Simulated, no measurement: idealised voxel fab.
Process module in this document: voxel air gaps
It is cross-section cut that appears here, measuring 240 nm in width, its square cells being 5 nm in size.
Notation: cross-section as square-cell grid; stated in bands, top first, going down; one or more cell rows per band.
Basically the band line says how high the top is and how high the bottom is, in nm, and then what's in it from left to right, every material with its width in nm. Empty space shows up as "blank", and if a single material carries "all across" it runs the full band edge to edge.
All heights in this document are referenced to 0, defined as the level beneath which the wafer, as received, consists entirely of one material. The lowest band is not bounded below; it extends indefinitely downward and is written in the form "0 -> down".
Note: "30..40" means the width goes from the first number (top row of the band) to the second number (bottom row) in equal steps per row of cells.
"identical to before" after a step means that no cell of the cross-section changed.
The entry titled "Entrapped void list" provides the empty spaces that have no open way to the top, restricted to those of 8 cells or more. Each is presented as width x height at distance, the distance being measured from the left edge, with all three in nm.
Read whatever lies past the settings on a step's line as the simulator's own remark about the step.
Steps that use a mask can have "overlay nm" on their line. It says how far the mask sat to the right of where it was meant to be. Negative means to the left.

## List of planned process steps
1 RECEIVE (material Si)
2 CONFORMAL_DEP (material SiO2; thk nm 15)
3 CONFORMAL_DEP (material SiCN; thk nm 5)
4 DIRECTIONAL_DEP (material lowk; thk nm 30)
5 PATTERN (tone open; mask id LINES; material resist; width nm 15; pitch nm 45; thk nm 20; overlay nm 0)
6 DIRECTIONAL_ETCH (etch materials lowk; depth nm 30)
7 STRIP (etch materials resist)
8 CONFORMAL_DEP (material TiN; thk nm 5)
9 FILL_DEP (material Cu; thk nm 10)
10 CMP (height nm 50)
11 EPI (material Ru; thk nm 10)
12 SELECTIVE_ETCH (etch materials lowk; depth nm 40)
13 CONFORMAL_DEP (material SiCN; thk nm 5)

## As-received state of the wafer in cross-section, equivalent to post-step 1
    0 -> down = Si all across
    Entrapped void list: none

## First of two wafers: cross-section at end of module, run per plan
    65 -> 60 = blank (50); SiCN (135); blank (55)
    60 -> 50 = blank (50); SiCN (5); Ru (35); SiCN (10); Ru (35); SiCN (10); Ru (35); SiCN (5); blank (55)
    50 -> 45 = blank (50); SiCN (15); TiN (5); Cu (5); TiN (5); SiCN (30); TiN (5); Cu (5); TiN (5); SiCN (30); TiN (5); Cu (5); TiN (5); SiCN (15); blank (55)
    45 -> 25 = blank (60); SiCN (5); TiN (5); Cu (5); TiN (5); SiCN (5); blank (20); SiCN (5); TiN (5); Cu (5); TiN (5); SiCN (5); blank (20); SiCN (5); TiN (5); Cu (5); TiN (5); SiCN (5); blank (65)
    25 -> 20 = SiCN (65); TiN (15); SiCN (30); TiN (15); SiCN (30); TiN (15); SiCN (70)
    20 -> 15 = SiCN all across
    15 -> 0 = SiO2 all across
    0 -> down = Si all across
    Entrapped void list: 20 x 20 at 85; 20 x 20 at 130

## Second wafer of the two, sectioned at the end of the module. It began like the first and followed the same plan, but one mistake was made while running it
    65 -> 60 = SiCN all across
    60 -> 20 = Ru all across
    20 -> 15 = SiCN all across
    15 -> 0 = SiO2 all across
    0 -> down = Si all across
    Entrapped void list: none
Nonconformance to the process plan: note that step 4 departed from the planned setting and was carried out as DIRECTIONAL_DEP (material Ru; thk nm 30)
The second wafer ends with more or fewer cells of some materials than the first, per final count: Cu: 15 fewer; Ru: 342 more; SiCN: 72 fewer; TiN: 39 fewer
The first wafer finishes with 2 closed voids, while the second finishes with 0.
